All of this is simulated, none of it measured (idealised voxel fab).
Process module heading - voxel ribs on slabs
Shown is cross-section cut, with a width of 155 nm and square cells of size 5 nm.
Think of the cross-section as a grid of square cells. We describe it in bands, top to bottom, and each band covers one or more rows of those cells. Read a band's entry like this: the first values are the height of its top and the height of its bottom in nm, and what follows is the sequence of materials from left to right, each with its width in nm. Note that "air" is empty space, and that a single material marked "edge to edge" reaches across the band from edge to edge. Heights are measured from 0, the level below which the as-received wafer is all one material; the lowest band has no bottom and continues downward, written as in "0 nm and below". Width "30->40": first value at the band's top row of cells, second value at its bottom row, equal change from row to row. Any step labelled "no change" changed none of the cells in the cross-section. Enclosed voids (no open way to top), threshold 8 cells or more, entry "Enclosed internal cavities", notation width x height at distance, distance from left edge, nm. It should be noted that, on the line of a given step, the content following the step's settings is a remark produced by the simulator itself with respect to that step. "overlay nm" denotes, for a step that has a mask, the displacement of the mask to the right of its planned place, with negative values corresponding to the left.
List of planned process steps
1. op RECEIVE | material Si
2. op DIRECTIONAL_DEP | material SiO2 | thk nm 30
3. op DIRECTIONAL_DEP | material SiN | thk nm 25
4. op PATTERN | tone cover | mask id RIB | material resist | width nm 20 | thk nm 15 | overlay nm 0
5. op DIRECTIONAL_ETCH | etch materials SiN | depth nm 20
6. op STRIP | etch materials resist
7. op MASKED_ETCH | tone cover | mask id SLAB | width nm 50 | etch materials SiN | depth nm 5 | overlay nm 0
8. op FILL_DEP | material SiO2 | thk nm 20
9. op CMP | height nm 70
10. op DIRECTIONAL_DEP | material W | thk nm 10
11. op DIRECTIONAL_DEP | material aC | thk nm 15
12. op PATTERN | tone cover | mask id HEATER | material resist | width nm 30 | thk nm 30 | overlay nm 0
13. op DIRECTIONAL_ETCH | etch materials aC | depth nm 15
14. op STRIP | etch materials resist
15. op DIRECTIONAL_ETCH | etch materials W | depth nm 10
16. op STRIP | etch materials aC
17. op CONFORMAL_DEP | material SiN | thk nm 5
What follows covers the first of two wafers; it ran as planned
The cross-section here shows the wafer as received, i.e. in its state after step 1
- 0 nm and below | Si edge to edge
- Enclosed internal cavities: none
Upon completion of step 2, the wafer appears in cross-section as shown
- 30 nm to 0 nm | SiO2 edge to edge
- For the remainder of the cross-section, below 0, there is no change.
Upon completion of step 3, the wafer appears in cross-section as shown
- 55 nm to 30 nm | SiN edge to edge
- For the remainder of the cross-section, below 30, there is no change.
Upon completion of step 4, the wafer appears in cross-section as shown
- 70 nm to 55 nm | 65 nm air; 20 nm resist; 70 nm air
- For the remainder of the cross-section, below 55, there is no change.
Upon completion of step 5, the wafer appears in cross-section as shown
- 70 nm to 55 nm | 65 nm air; 20 nm resist; 70 nm air
- 55 nm to 35 nm | 65 nm air; 20 nm SiN; 70 nm air
- For the remainder of the cross-section, below 35, there is no change.
Upon completion of step 6, the wafer appears in cross-section as shown
- 55 nm to 35 nm | 65 nm air; 20 nm SiN; 70 nm air
- For the remainder of the cross-section, below 35, there is no change.
Upon completion of step 7, the wafer appears in cross-section as shown
- 55 nm to 35 nm | 65 nm air; 20 nm SiN; 70 nm air
- 35 nm to 30 nm | 50 nm air; 50 nm SiN; 55 nm air
- For the remainder of the cross-section, below 30, there is no change.
Upon completion of step 8, the wafer appears in cross-section as shown
- 75 nm to 55 nm | SiO2 edge to edge
- 55 nm to 35 nm | 65 nm SiO2; 20 nm SiN; 70 nm SiO2
- 35 nm to 30 nm | 50 nm SiO2; 50 nm SiN; 55 nm SiO2
- For the remainder of the cross-section, below 30, there is no change.
Upon completion of step 9, the wafer appears in cross-section as shown
- 70 nm to 55 nm | SiO2 edge to edge
- For the remainder of the cross-section, below 55, there is no change.
Upon completion of step 10, the wafer appears in cross-section as shown
- 80 nm to 70 nm | W edge to edge
- For the remainder of the cross-section, below 70, there is no change.
Upon completion of step 11, the wafer appears in cross-section as shown
- 95 nm to 80 nm | aC edge to edge
- For the remainder of the cross-section, below 80, there is no change.
Upon completion of step 12, the wafer appears in cross-section as shown
- 125 nm to 95 nm | 60 nm air; 30 nm resist; 65 nm air
- For the remainder of the cross-section, below 95, there is no change.
Upon completion of step 13, the wafer appears in cross-section as shown
- 110 nm to 95 nm | 60 nm air; 30 nm resist; 65 nm air
- 95 nm to 80 nm | 60 nm air; 30 nm aC; 65 nm air
- For the remainder of the cross-section, below 80, there is no change.
Upon completion of step 14, the wafer appears in cross-section as shown
- 95 nm to 80 nm | 60 nm air; 30 nm aC; 65 nm air
- For the remainder of the cross-section, below 80, there is no change.
Upon completion of step 15, the wafer appears in cross-section as shown
- 95 nm to 80 nm | 60 nm air; 30 nm aC; 65 nm air
- 80 nm to 70 nm | 60 nm air; 30 nm W; 65 nm air
- For the remainder of the cross-section, below 70, there is no change.
Upon completion of step 16, the wafer appears in cross-section as shown
- 80 nm to 70 nm | 60 nm air; 30 nm W; 65 nm air
- For the remainder of the cross-section, below 70, there is no change.
Upon completion of step 17, the wafer appears in cross-section as shown
- 85 nm to 80 nm | 55 nm air; 40 nm SiN; 60 nm air
- 80 nm to 75 nm | 55 nm air; 5 nm SiN; 30 nm W; 5 nm SiN; 60 nm air
- 75 nm to 70 nm | 60 nm SiN; 30 nm W; 65 nm SiN
- For the remainder of the cross-section, below 70, there is no change.
The remaining wafer, second of the two, started like the first and was run to the same plan, except that one mistake was made along the way; the two coincide through step 15, inclusive
Cross-section of the second wafer at the time step 16 of the plan should have ended
- 0 nm and below | Si edge to edge
Cross-section of the second wafer at the time step 17 of the plan should have ended
- 5 nm to 0 nm | SiN edge to edge
- For the remainder of the cross-section, below 0, there is no change.
Diagnosis: for step 16, the planned setting was not used; the step was instead run as op STRIP | etch materials SiO2
Once processing is complete, comparing cell counts shows that the second wafer has more or fewer of certain materials than the first: SiN -30, SiO2 -408, W -12
